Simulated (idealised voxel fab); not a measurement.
process module | voxel wiring stack
cross-section cut | 230 nm wide | cells 5 nm
A cross-section is a grid of square cells, given in bands from the top down. A band is one or more rows of cells.
Each band's line starts with the height of the band's top and of its bottom, in nm. Then come its materials from left to right, each with its width in nm. One material with "throughout" fills the band from edge to edge. "air" is empty space.
Height 0 is the level under which the wafer as received is all one material. The lowest band goes on downwards, as in "0 down".
A width such as "30 to 40" changes by the same amount from each row of cells to the next, from the band's top row to its bottom row.
"no change" after a step means that no cell of the cross-section changed.
closed voids: empty space of 8 cells or more with no open way to the top, each as width x height at its distance from the left edge, in nm
after a step's settings: what the simulator itself notes on the step
overlay nm, on a step with a mask: how far to the right of its planned place the mask lay; to the left if negative
plan
1 op RECEIVE | material Si
2 op CONFORMAL_DEP | material SiO2 | thk nm 10
3 op DIRECTIONAL_DEP | material TiN | thk nm 5
4 op DIRECTIONAL_DEP | material W | thk nm 20
5 op DIRECTIONAL_DEP | material aC | thk nm 10
6 op PATTERN | tone cover | mask id METAL_1 | material resist | width nm 25 | pitch nm 55 | thk nm 30 | overlay nm 0
7 op DIRECTIONAL_ETCH | etch materials aC | depth nm 10
8 op STRIP | etch materials resist
9 op DIRECTIONAL_ETCH | etch materials W | depth nm 20
10 op DIRECTIONAL_ETCH | etch materials TiN | depth nm 5
11 op STRIP | etch materials aC
12 op CONFORMAL_DEP | material SiN | thk nm 5
13 op FILL_DEP | material lowk | thk nm 5
14 op CMP | height nm 35
15 op CONFORMAL_DEP | material SiCN | thk nm 5
16 op DIRECTIONAL_DEP | material lowk | thk nm 30
17 op DIRECTIONAL_DEP | material aC | thk nm 15
18 op PATTERN | tone open | mask id METAL_2_HOLES | material resist | width nm 15 | pitch nm 110 | thk nm 35 | overlay nm 0
19 op DIRECTIONAL_ETCH | etch materials aC | depth nm 15
20 op STRIP | etch materials resist
21 op DIRECTIONAL_ETCH | etch materials lowk | depth nm 30
22 op STRIP | etch materials aC
23 op DIRECTIONAL_DEP | material aC | thk nm 10
24 op PATTERN | tone open | mask id METAL_2 | material resist | width nm 25 | pitch nm 55 | thk nm 25 | overlay nm 0
25 op DIRECTIONAL_ETCH | etch materials aC | depth nm 10
26 op STRIP | etch materials resist
27 op DIRECTIONAL_ETCH | etch materials lowk | depth nm 20
28 op DIRECTIONAL_ETCH | etch materials SiCN | depth nm 5
29 op STRIP | etch materials aC
30 op CONFORMAL_DEP | material TiN | thk nm 5
31 op FILL_DEP | material Cu | thk nm 10
32 op CMP | height nm 70
33 op CONFORMAL_DEP | material SiCN | thk nm 5
34 op DIRECTIONAL_DEP | material SiO2 | thk nm 30
35 op MASKED_ETCH | tone open | mask id METAL_3_HOLES | width nm 15 | pitch nm 110 | etch materials SiO2 | depth nm 30 | overlay nm 0
36 op PATTERN | tone open | mask id METAL_3 | material resist | width nm 25 | pitch nm 55 | thk nm 15 | overlay nm 0
37 op DIRECTIONAL_ETCH | etch materials SiO2 | depth nm 15
38 op DIRECTIONAL_ETCH | etch materials SiCN | depth nm 5
39 op STRIP | etch materials resist
40 op CONFORMAL_DEP | material TiN | thk nm 5
41 op FILL_DEP | material Cu | thk nm 10
42 op CMP | height nm 105
43 op CONFORMAL_DEP | material SiCN | thk nm 5
44 op DIRECTIONAL_DEP | material SiO2 | thk nm 15
45 op PATTERN | tone open | mask id PLUG_3 | material resist | width nm 15 | pitch nm 55 | thk nm 15 | overlay nm 0
46 op DIRECTIONAL_ETCH | etch materials SiO2 | depth nm 15
47 op DIRECTIONAL_ETCH | etch materials SiCN | depth nm 5
48 op STRIP | etch materials resist
49 op EPI | material Ru | thk nm 10
50 op EPI | material Ru | thk nm 10
51 op DIRECTIONAL_DEP | material TiN | thk nm 5
52 op DIRECTIONAL_DEP | material Ru | thk nm 20
53 op DIRECTIONAL_DEP | material aC | thk nm 15
54 op PATTERN | tone cover | mask id METAL_4 | material resist | width nm 25 | pitch nm 55 | thk nm 35 | overlay nm 0
55 op DIRECTIONAL_ETCH | etch materials aC | depth nm 15
56 op STRIP | etch materials resist
57 op DIRECTIONAL_ETCH | etch materials Ru | depth nm 20
58 op DIRECTIONAL_ETCH | etch materials TiN | depth nm 5
59 op STRIP | etch materials aC
60 op CONFORMAL_DEP | material SiCN | thk nm 5
61 op FILL_DEP | material lowk | thk nm 5
62 op CMP | height nm 150
63 op CONFORMAL_DEP | material SiCN | thk nm 5
first wafer, as planned
as received, after step 1
  0 down: Si throughout
  closed voids: none
after step 2
  10 to 0: SiO2 throughout
  below 0: unchanged
after step 3
  15 to 10: TiN throughout
  below 10: unchanged
after step 4
  35 to 15: W throughout
  below 15: unchanged
after step 5
  45 to 35: aC throughout
  below 35: unchanged
after step 6
  75 to 45: air 20 | resist 25 | air 30 | resist 25 | air 30 | resist 25 | air 30 | resist 25 | air 20
  below 45: unchanged
after step 7
  65 to 45: air 20 | resist 25 | air 30 | resist 25 | air 30 | resist 25 | air 30 | resist 25 | air 20
  45 to 35: air 20 | aC 25 | air 30 | aC 25 | air 30 | aC 25 | air 30 | aC 25 | air 20
  below 35: unchanged
after step 8
  45 to 35: air 20 | aC 25 | air 30 | aC 25 | air 30 | aC 25 | air 30 | aC 25 | air 20
  below 35: unchanged
after step 9
  45 to 35: air 20 | aC 25 | air 30 | aC 25 | air 30 | aC 25 | air 30 | aC 25 | air 20
  35 to 15: air 20 | W 25 | air 30 | W 25 | air 30 | W 25 | air 30 | W 25 | air 20
  below 15: unchanged
after step 10
  45 to 35: air 20 | aC 25 | air 30 | aC 25 | air 30 | aC 25 | air 30 | aC 25 | air 20
  35 to 15: air 20 | W 25 | air 30 | W 25 | air 30 | W 25 | air 30 | W 25 | air 20
  15 to 10: air 20 | TiN 25 | air 30 | TiN 25 | air 30 | TiN 25 | air 30 | TiN 25 | air 20
  below 10: unchanged
after step 11
  35 to 15: air 20 | W 25 | air 30 | W 25 | air 30 | W 25 | air 30 | W 25 | air 20
  below 15: unchanged
after step 12
  40 to 35: air 15 | SiN 35 | air 20 | SiN 35 | air 20 | SiN 35 | air 20 | SiN 35 | air 15
  35 to 15: air 15 | SiN 5 | W 25 | SiN 5 | air 20 | SiN 5 | W 25 | SiN 5 | air 20 | SiN 5 | W 25 | SiN 5 | air 20 | SiN 5 | W 25 | SiN 5 | air 15
  15 to 10: SiN 20 | TiN 25 | SiN 30 | TiN 25 | SiN 30 | TiN 25 | SiN 30 | TiN 25 | SiN 20
  below 10: unchanged
after step 13
  45 to 40: lowk throughout
  40 to 35: lowk 15 | SiN 35 | lowk 20 | SiN 35 | lowk 20 | SiN 35 | lowk 20 | SiN 35 | lowk 15
  35 to 15: lowk 15 | SiN 5 | W 25 | SiN 5 | lowk 20 | SiN 5 | W 25 | SiN 5 | lowk 20 | SiN 5 | W 25 | SiN 5 | lowk 20 | SiN 5 | W 25 | SiN 5 | lowk 15
  below 15: unchanged
after step 14
  35 to 15: lowk 15 | SiN 5 | W 25 | SiN 5 | lowk 20 | SiN 5 | W 25 | SiN 5 | lowk 20 | SiN 5 | W 25 | SiN 5 | lowk 20 | SiN 5 | W 25 | SiN 5 | lowk 15
  below 15: unchanged
after step 15
  40 to 35: SiCN throughout
  below 35: unchanged
after step 16
  70 to 40: lowk throughout
  below 40: unchanged
after step 17
  85 to 70: aC throughout
  below 70: unchanged
after step 18
  120 to 85: resist 20 | air 15 | resist 95 | air 15 | resist 85
  below 85: unchanged
after step 19
  105 to 85: resist 20 | air 15 | resist 95 | air 15 | resist 85
  85 to 70: aC 20 | air 15 | aC 95 | air 15 | aC 85
  below 70: unchanged
after step 20
  85 to 70: aC 20 | air 15 | aC 95 | air 15 | aC 85
  below 70: unchanged
after step 21
  85 to 70: aC 20 | air 15 | aC 95 | air 15 | aC 85
  70 to 40: lowk 20 | air 15 | lowk 95 | air 15 | lowk 85
  below 40: unchanged
after step 22
  70 to 40: lowk 20 | air 15 | lowk 95 | air 15 | lowk 85
  below 40: unchanged
after step 23
  80 to 70: aC 20 | air 15 | aC 95 | air 15 | aC 85
  70 to 50: lowk 20 | air 15 | lowk 95 | air 15 | lowk 85
  50 to 40: lowk 20 | aC 15 | lowk 95 | aC 15 | lowk 85
  below 40: unchanged
after step 24
  105 to 80: resist 20 | air 25 | resist 30 | air 25 | resist 30 | air 25 | resist 30 | air 25 | resist 20
  below 80: unchanged
after step 25
  95 to 80: resist 20 | air 25 | resist 30 | air 25 | resist 30 | air 25 | resist 30 | air 25 | resist 20
  80 to 70: aC 20 | air 25 | aC 30 | air 25 | aC 30 | air 25 | aC 30 | air 25 | aC 20
  70 to 40: lowk 20 | air 15 | lowk 95 | air 15 | lowk 85
  below 40: unchanged
after step 26
  80 to 70: aC 20 | air 25 | aC 30 | air 25 | aC 30 | air 25 | aC 30 | air 25 | aC 20
  below 70: unchanged
after step 27
  80 to 70: aC 20 | air 25 | aC 30 | air 25 | aC 30 | air 25 | aC 30 | air 25 | aC 20
  70 to 50: lowk 20 | air 25 | lowk 30 | air 25 | lowk 30 | air 25 | lowk 30 | air 25 | lowk 20
  below 50: unchanged
after step 28
  80 to 70: aC 20 | air 25 | aC 30 | air 25 | aC 30 | air 25 | aC 30 | air 25 | aC 20
  70 to 50: lowk 20 | air 25 | lowk 30 | air 25 | lowk 30 | air 25 | lowk 30 | air 25 | lowk 20
  50 to 40: lowk 20 | air 15 | lowk 95 | air 15 | lowk 85
  40 to 35: SiCN 20 | air 15 | SiCN 95 | air 15 | SiCN 85
  below 35: unchanged
after step 29
  70 to 50: lowk 20 | air 25 | lowk 30 | air 25 | lowk 30 | air 25 | lowk 30 | air 25 | lowk 20
  below 50: unchanged
after step 30
  75 to 70: TiN 25 | air 15 | TiN 40 | air 15 | TiN 40 | air 15 | TiN 40 | air 15 | TiN 25
  70 to 55: lowk 20 | TiN 5 | air 15 | TiN 5 | lowk 30 | TiN 5 | air 15 | TiN 5 | lowk 30 | TiN 5 | air 15 | TiN 5 | lowk 30 | TiN 5 | air 15 | TiN 5 | lowk 20
  55 to 50: lowk 20 | TiN 5 | air 5 | TiN 15 | lowk 30 | TiN 25 | lowk 30 | TiN 5 | air 5 | TiN 15 | lowk 30 | TiN 25 | lowk 20
  50 to 40: lowk 20 | TiN 5 | air 5 | TiN 5 | lowk 95 | TiN 5 | air 5 | TiN 5 | lowk 85
  40 to 35: SiCN 20 | TiN 15 | SiCN 95 | TiN 15 | SiCN 85
  below 35: unchanged
after step 31
  85 to 75: Cu throughout
  75 to 70: TiN 25 | Cu 15 | TiN 40 | Cu 15 | TiN 40 | Cu 15 | TiN 40 | Cu 15 | TiN 25
  70 to 55: lowk 20 | TiN 5 | Cu 15 | TiN 5 | lowk 30 | TiN 5 | Cu 15 | TiN 5 | lowk 30 | TiN 5 | Cu 15 | TiN 5 | lowk 30 | TiN 5 | Cu 15 | TiN 5 | lowk 20
  55 to 50: lowk 20 | TiN 5 | Cu 5 | TiN 15 | lowk 30 | TiN 25 | lowk 30 | TiN 5 | Cu 5 | TiN 15 | lowk 30 | TiN 25 | lowk 20
  50 to 40: lowk 20 | TiN 5 | Cu 5 | TiN 5 | lowk 95 | TiN 5 | Cu 5 | TiN 5 | lowk 85
  below 40: unchanged
after step 32
  70 to 55: lowk 20 | TiN 5 | Cu 15 | TiN 5 | lowk 30 | TiN 5 | Cu 15 | TiN 5 | lowk 30 | TiN 5 | Cu 15 | TiN 5 | lowk 30 | TiN 5 | Cu 15 | TiN 5 | lowk 20
  below 55: unchanged
after step 33
  75 to 70: SiCN throughout
  below 70: unchanged
after step 34
  105 to 75: SiO2 throughout
  below 75: unchanged
after step 35
  105 to 75: SiO2 20 | air 15 | SiO2 95 | air 15 | SiO2 85
  below 75: unchanged
after step 36
  120 to 105: resist 20 | air 25 | resist 30 | air 25 | resist 30 | air 25 | resist 30 | air 25 | resist 20
  below 105: unchanged
after step 37
  120 to 105: resist 20 | air 25 | resist 30 | air 25 | resist 30 | air 25 | resist 30 | air 25 | resist 20
  105 to 90: SiO2 20 | air 25 | SiO2 30 | air 25 | SiO2 30 | air 25 | SiO2 30 | air 25 | SiO2 20
  below 90: unchanged
after step 38
  120 to 105: resist 20 | air 25 | resist 30 | air 25 | resist 30 | air 25 | resist 30 | air 25 | resist 20
  105 to 90: SiO2 20 | air 25 | SiO2 30 | air 25 | SiO2 30 | air 25 | SiO2 30 | air 25 | SiO2 20
  90 to 75: SiO2 20 | air 15 | SiO2 95 | air 15 | SiO2 85
  75 to 70: SiCN 20 | air 15 | SiCN 95 | air 15 | SiCN 85
  below 70: unchanged
after step 39
  105 to 90: SiO2 20 | air 25 | SiO2 30 | air 25 | SiO2 30 | air 25 | SiO2 30 | air 25 | SiO2 20
  below 90: unchanged
after step 40
  110 to 105: TiN 25 | air 15 | TiN 40 | air 15 | TiN 40 | air 15 | TiN 40 | air 15 | TiN 25
  105 to 95: SiO2 20 | TiN 5 | air 15 | TiN 5 | SiO2 30 | TiN 5 | air 15 | TiN 5 | SiO2 30 | TiN 5 | air 15 | TiN 5 | SiO2 30 | TiN 5 | air 15 | TiN 5 | SiO2 20
  95 to 90: SiO2 20 | TiN 5 | air 5 | TiN 15 | SiO2 30 | TiN 25 | SiO2 30 | TiN 5 | air 5 | TiN 15 | SiO2 30 | TiN 25 | SiO2 20
  90 to 75: SiO2 20 | TiN 5 | air 5 | TiN 5 | SiO2 95 | TiN 5 | air 5 | TiN 5 | SiO2 85
  75 to 70: SiCN 20 | TiN 15 | SiCN 95 | TiN 15 | SiCN 85
  below 70: unchanged
after step 41
  120 to 110: Cu throughout
  110 to 105: TiN 25 | Cu 15 | TiN 40 | Cu 15 | TiN 40 | Cu 15 | TiN 40 | Cu 15 | TiN 25
  105 to 95: SiO2 20 | TiN 5 | Cu 15 | TiN 5 | SiO2 30 | TiN 5 | Cu 15 | TiN 5 | SiO2 30 | TiN 5 | Cu 15 | TiN 5 | SiO2 30 | TiN 5 | Cu 15 | TiN 5 | SiO2 20
  95 to 90: SiO2 20 | TiN 5 | Cu 5 | TiN 15 | SiO2 30 | TiN 25 | SiO2 30 | TiN 5 | Cu 5 | TiN 15 | SiO2 30 | TiN 25 | SiO2 20
  90 to 75: SiO2 20 | TiN 5 | Cu 5 | TiN 5 | SiO2 95 | TiN 5 | Cu 5 | TiN 5 | SiO2 85
  below 75: unchanged
after step 42
  105 to 95: SiO2 20 | TiN 5 | Cu 15 | TiN 5 | SiO2 30 | TiN 5 | Cu 15 | TiN 5 | SiO2 30 | TiN 5 | Cu 15 | TiN 5 | SiO2 30 | TiN 5 | Cu 15 | TiN 5 | SiO2 20
  below 95: unchanged
after step 43
  110 to 105: SiCN throughout
  below 105: unchanged
after step 44
  125 to 110: SiO2 throughout
  below 110: unchanged
after step 45
  140 to 125: resist 20 | air 15 | resist 40 | air 15 | resist 40 | air 15 | resist 40 | air 15 | resist 30
  below 125: unchanged
after step 46
  140 to 125: resist 20 | air 15 | resist 40 | air 15 | resist 40 | air 15 | resist 40 | air 15 | resist 30
  125 to 110: SiO2 20 | air 15 | SiO2 40 | air 15 | SiO2 40 | air 15 | SiO2 40 | air 15 | SiO2 30
  below 110: unchanged
after step 47
  140 to 125: resist 20 | air 15 | resist 40 | air 15 | resist 40 | air 15 | resist 40 | air 15 | resist 30
  125 to 110: SiO2 20 | air 15 | SiO2 40 | air 15 | SiO2 40 | air 15 | SiO2 40 | air 15 | SiO2 30
  110 to 105: SiCN 20 | air 15 | SiCN 40 | air 15 | SiCN 40 | air 15 | SiCN 40 | air 15 | SiCN 30
  below 105: unchanged
after step 48
  125 to 110: SiO2 20 | air 15 | SiO2 40 | air 15 | SiO2 40 | air 15 | SiO2 40 | air 15 | SiO2 30
  below 110: unchanged
after step 49
  125 to 115: SiO2 20 | air 15 | SiO2 40 | air 15 | SiO2 40 | air 15 | SiO2 40 | air 15 | SiO2 30
  115 to 110: SiO2 20 | Ru 15 | SiO2 40 | Ru 15 | SiO2 40 | Ru 15 | SiO2 40 | Ru 15 | SiO2 30
  110 to 105: SiCN 20 | Ru 15 | SiCN 40 | Ru 15 | SiCN 40 | Ru 15 | SiCN 40 | Ru 15 | SiCN 30
  below 105: unchanged
after step 50
  125 to 110: SiO2 20 | Ru 15 | SiO2 40 | Ru 15 | SiO2 40 | Ru 15 | SiO2 40 | Ru 15 | SiO2 30
  below 110: unchanged
after step 51
  130 to 125: TiN throughout
  below 125: unchanged
after step 52
  150 to 130: Ru throughout
  below 130: unchanged
after step 53
  165 to 150: aC throughout
  below 150: unchanged
after step 54
  200 to 165: air 20 | resist 25 | air 30 | resist 25 | air 30 | resist 25 | air 30 | resist 25 | air 20
  below 165: unchanged
after step 55
  185 to 165: air 20 | resist 25 | air 30 | resist 25 | air 30 | resist 25 | air 30 | resist 25 | air 20
  165 to 150: air 20 | aC 25 | air 30 | aC 25 | air 30 | aC 25 | air 30 | aC 25 | air 20
  below 150: unchanged
after step 56
  165 to 150: air 20 | aC 25 | air 30 | aC 25 | air 30 | aC 25 | air 30 | aC 25 | air 20
  below 150: unchanged
after step 57
  165 to 150: air 20 | aC 25 | air 30 | aC 25 | air 30 | aC 25 | air 30 | aC 25 | air 20
  150 to 130: air 20 | Ru 25 | air 30 | Ru 25 | air 30 | Ru 25 | air 30 | Ru 25 | air 20
  below 130: unchanged
after step 58
  165 to 150: air 20 | aC 25 | air 30 | aC 25 | air 30 | aC 25 | air 30 | aC 25 | air 20
  150 to 130: air 20 | Ru 25 | air 30 | Ru 25 | air 30 | Ru 25 | air 30 | Ru 25 | air 20
  130 to 125: air 20 | TiN 25 | air 30 | TiN 25 | air 30 | TiN 25 | air 30 | TiN 25 | air 20
  below 125: unchanged
after step 59
  150 to 130: air 20 | Ru 25 | air 30 | Ru 25 | air 30 | Ru 25 | air 30 | Ru 25 | air 20
  below 130: unchanged
after step 60
  155 to 150: air 15 | SiCN 35 | air 20 | SiCN 35 | air 20 | SiCN 35 | air 20 | SiCN 35 | air 15
  150 to 130: air 15 | SiCN 5 | Ru 25 | SiCN 5 | air 20 | SiCN 5 | Ru 25 | SiCN 5 | air 20 | SiCN 5 | Ru 25 | SiCN 5 | air 20 | SiCN 5 | Ru 25 | SiCN 5 | air 15
  130 to 125: SiCN 20 | TiN 25 | SiCN 30 | TiN 25 | SiCN 30 | TiN 25 | SiCN 30 | TiN 25 | SiCN 20
  below 125: unchanged
after step 61
  160 to 155: lowk throughout
  155 to 150: lowk 15 | SiCN 35 | lowk 20 | SiCN 35 | lowk 20 | SiCN 35 | lowk 20 | SiCN 35 | lowk 15
  150 to 130: lowk 15 | SiCN 5 | Ru 25 | SiCN 5 | lowk 20 | SiCN 5 | Ru 25 | SiCN 5 | lowk 20 | SiCN 5 | Ru 25 | SiCN 5 | lowk 20 | SiCN 5 | Ru 25 | SiCN 5 | lowk 15
  below 130: unchanged
after step 62
  150 to 130: lowk 15 | SiCN 5 | Ru 25 | SiCN 5 | lowk 20 | SiCN 5 | Ru 25 | SiCN 5 | lowk 20 | SiCN 5 | Ru 25 | SiCN 5 | lowk 20 | SiCN 5 | Ru 25 | SiCN 5 | lowk 15
  below 130: unchanged
after step 63
  155 to 150: SiCN throughout
  below 150: unchanged
second wafer: like start, like plan, one mistake. Through step 36 it matches the first wafer
when step 37 should have ended
  120 to 105: resist 20 | air 25 | resist 30 | air 25 | resist 30 | air 25 | resist 30 | air 25 | resist 20
  105 to 75: SiO2 20 | air 25 | SiO2 30 | air 25 | SiO2 30 | air 25 | SiO2 30 | air 25 | SiO2 20
  below 75: unchanged
when step 38 should have ended
  120 to 105: resist 20 | air 25 | resist 30 | air 25 | resist 30 | air 25 | resist 30 | air 25 | resist 20
  105 to 75: SiO2 20 | air 25 | SiO2 30 | air 25 | SiO2 30 | air 25 | SiO2 30 | air 25 | SiO2 20
  75 to 70: SiCN 20 | air 25 | SiCN 30 | air 25 | SiCN 30 | air 25 | SiCN 30 | air 25 | SiCN 20
  below 70: unchanged
when step 39 should have ended
  105 to 75: SiO2 20 | air 25 | SiO2 30 | air 25 | SiO2 30 | air 25 | SiO2 30 | air 25 | SiO2 20
  below 75: unchanged
when step 40 should have ended
  110 to 105: TiN 25 | air 15 | TiN 40 | air 15 | TiN 40 | air 15 | TiN 40 | air 15 | TiN 25
  105 to 75: SiO2 20 | TiN 5 | air 15 | TiN 5 | SiO2 30 | TiN 5 | air 15 | TiN 5 | SiO2 30 | TiN 5 | air 15 | TiN 5 | SiO2 30 | TiN 5 | air 15 | TiN 5 | SiO2 20
  75 to 70: SiCN 20 | TiN 25 | SiCN 30 | TiN 25 | SiCN 30 | TiN 25 | SiCN 30 | TiN 25 | SiCN 20
  below 70: unchanged
when step 41 should have ended
  120 to 110: Cu throughout
  110 to 105: TiN 25 | Cu 15 | TiN 40 | Cu 15 | TiN 40 | Cu 15 | TiN 40 | Cu 15 | TiN 25
  105 to 75: SiO2 20 | TiN 5 | Cu 15 | TiN 5 | SiO2 30 | TiN 5 | Cu 15 | TiN 5 | SiO2 30 | TiN 5 | Cu 15 | TiN 5 | SiO2 30 | TiN 5 | Cu 15 | TiN 5 | SiO2 20
  below 75: unchanged
when step 42 should have ended
  105 to 75: SiO2 20 | TiN 5 | Cu 15 | TiN 5 | SiO2 30 | TiN 5 | Cu 15 | TiN 5 | SiO2 30 | TiN 5 | Cu 15 | TiN 5 | SiO2 30 | TiN 5 | Cu 15 | TiN 5 | SiO2 20
  below 75: unchanged
when step 43 should have ended
  110 to 105: SiCN throughout
  below 105: unchanged
when step 44 should have ended
  125 to 110: SiO2 throughout
  below 110: unchanged
when step 45 should have ended
  140 to 125: resist 20 | air 15 | resist 40 | air 15 | resist 40 | air 15 | resist 40 | air 15 | resist 30
  below 125: unchanged
when step 46 should have ended
  140 to 125: resist 20 | air 15 | resist 40 | air 15 | resist 40 | air 15 | resist 40 | air 15 | resist 30
  125 to 110: SiO2 20 | air 15 | SiO2 40 | air 15 | SiO2 40 | air 15 | SiO2 40 | air 15 | SiO2 30
  below 110: unchanged
when step 47 should have ended
  140 to 125: resist 20 | air 15 | resist 40 | air 15 | resist 40 | air 15 | resist 40 | air 15 | resist 30
  125 to 110: SiO2 20 | air 15 | SiO2 40 | air 15 | SiO2 40 | air 15 | SiO2 40 | air 15 | SiO2 30
  110 to 105: SiCN 20 | air 15 | SiCN 40 | air 15 | SiCN 40 | air 15 | SiCN 40 | air 15 | SiCN 30
  below 105: unchanged
when step 48 should have ended
  125 to 110: SiO2 20 | air 15 | SiO2 40 | air 15 | SiO2 40 | air 15 | SiO2 40 | air 15 | SiO2 30
  below 110: unchanged
when step 49 should have ended
  125 to 115: SiO2 20 | air 15 | SiO2 40 | air 15 | SiO2 40 | air 15 | SiO2 40 | air 15 | SiO2 30
  115 to 110: SiO2 20 | Ru 15 | SiO2 40 | Ru 15 | SiO2 40 | Ru 15 | SiO2 40 | Ru 15 | SiO2 30
  110 to 105: SiCN 20 | Ru 15 | SiCN 40 | Ru 15 | SiCN 40 | Ru 15 | SiCN 40 | Ru 15 | SiCN 30
  below 105: unchanged
when step 50 should have ended
  125 to 110: SiO2 20 | Ru 15 | SiO2 40 | Ru 15 | SiO2 40 | Ru 15 | SiO2 40 | Ru 15 | SiO2 30
  below 110: unchanged
when step 51 should have ended
  130 to 125: TiN throughout
  below 125: unchanged
when step 52 should have ended
  150 to 130: Ru throughout
  below 130: unchanged
when step 53 should have ended
  165 to 150: aC throughout
  below 150: unchanged
when step 54 should have ended
  200 to 165: air 20 | resist 25 | air 30 | resist 25 | air 30 | resist 25 | air 30 | resist 25 | air 20
  below 165: unchanged
when step 55 should have ended
  185 to 165: air 20 | resist 25 | air 30 | resist 25 | air 30 | resist 25 | air 30 | resist 25 | air 20
  165 to 150: air 20 | aC 25 | air 30 | aC 25 | air 30 | aC 25 | air 30 | aC 25 | air 20
  below 150: unchanged
when step 56 should have ended
  165 to 150: air 20 | aC 25 | air 30 | aC 25 | air 30 | aC 25 | air 30 | aC 25 | air 20
  below 150: unchanged
when step 57 should have ended
  165 to 150: air 20 | aC 25 | air 30 | aC 25 | air 30 | aC 25 | air 30 | aC 25 | air 20
  150 to 130: air 20 | Ru 25 | air 30 | Ru 25 | air 30 | Ru 25 | air 30 | Ru 25 | air 20
  below 130: unchanged
when step 58 should have ended
  165 to 150: air 20 | aC 25 | air 30 | aC 25 | air 30 | aC 25 | air 30 | aC 25 | air 20
  150 to 130: air 20 | Ru 25 | air 30 | Ru 25 | air 30 | Ru 25 | air 30 | Ru 25 | air 20
  130 to 125: air 20 | TiN 25 | air 30 | TiN 25 | air 30 | TiN 25 | air 30 | TiN 25 | air 20
  below 125: unchanged
when step 59 should have ended
  150 to 130: air 20 | Ru 25 | air 30 | Ru 25 | air 30 | Ru 25 | air 30 | Ru 25 | air 20
  below 130: unchanged
when step 60 should have ended
  155 to 150: air 15 | SiCN 35 | air 20 | SiCN 35 | air 20 | SiCN 35 | air 20 | SiCN 35 | air 15
  150 to 130: air 15 | SiCN 5 | Ru 25 | SiCN 5 | air 20 | SiCN 5 | Ru 25 | SiCN 5 | air 20 | SiCN 5 | Ru 25 | SiCN 5 | air 20 | SiCN 5 | Ru 25 | SiCN 5 | air 15
  130 to 125: SiCN 20 | TiN 25 | SiCN 30 | TiN 25 | SiCN 30 | TiN 25 | SiCN 30 | TiN 25 | SiCN 20
  below 125: unchanged
when step 61 should have ended
  160 to 155: lowk throughout
  155 to 150: lowk 15 | SiCN 35 | lowk 20 | SiCN 35 | lowk 20 | SiCN 35 | lowk 20 | SiCN 35 | lowk 15
  150 to 130: lowk 15 | SiCN 5 | Ru 25 | SiCN 5 | lowk 20 | SiCN 5 | Ru 25 | SiCN 5 | lowk 20 | SiCN 5 | Ru 25 | SiCN 5 | lowk 20 | SiCN 5 | Ru 25 | SiCN 5 | lowk 15
  below 130: unchanged
when step 62 should have ended
  150 to 130: lowk 15 | SiCN 5 | Ru 25 | SiCN 5 | lowk 20 | SiCN 5 | Ru 25 | SiCN 5 | lowk 20 | SiCN 5 | Ru 25 | SiCN 5 | lowk 20 | SiCN 5 | Ru 25 | SiCN 5 | lowk 15
  below 130: unchanged
when step 63 should have ended
  155 to 150: SiCN throughout
  below 150: unchanged
what went wrong: step 37 was run twice
at the end the second wafer has, in cells: 40 more of Cu | 14 fewer of SiCN | 42 fewer of SiO2 | 16 more of TiN
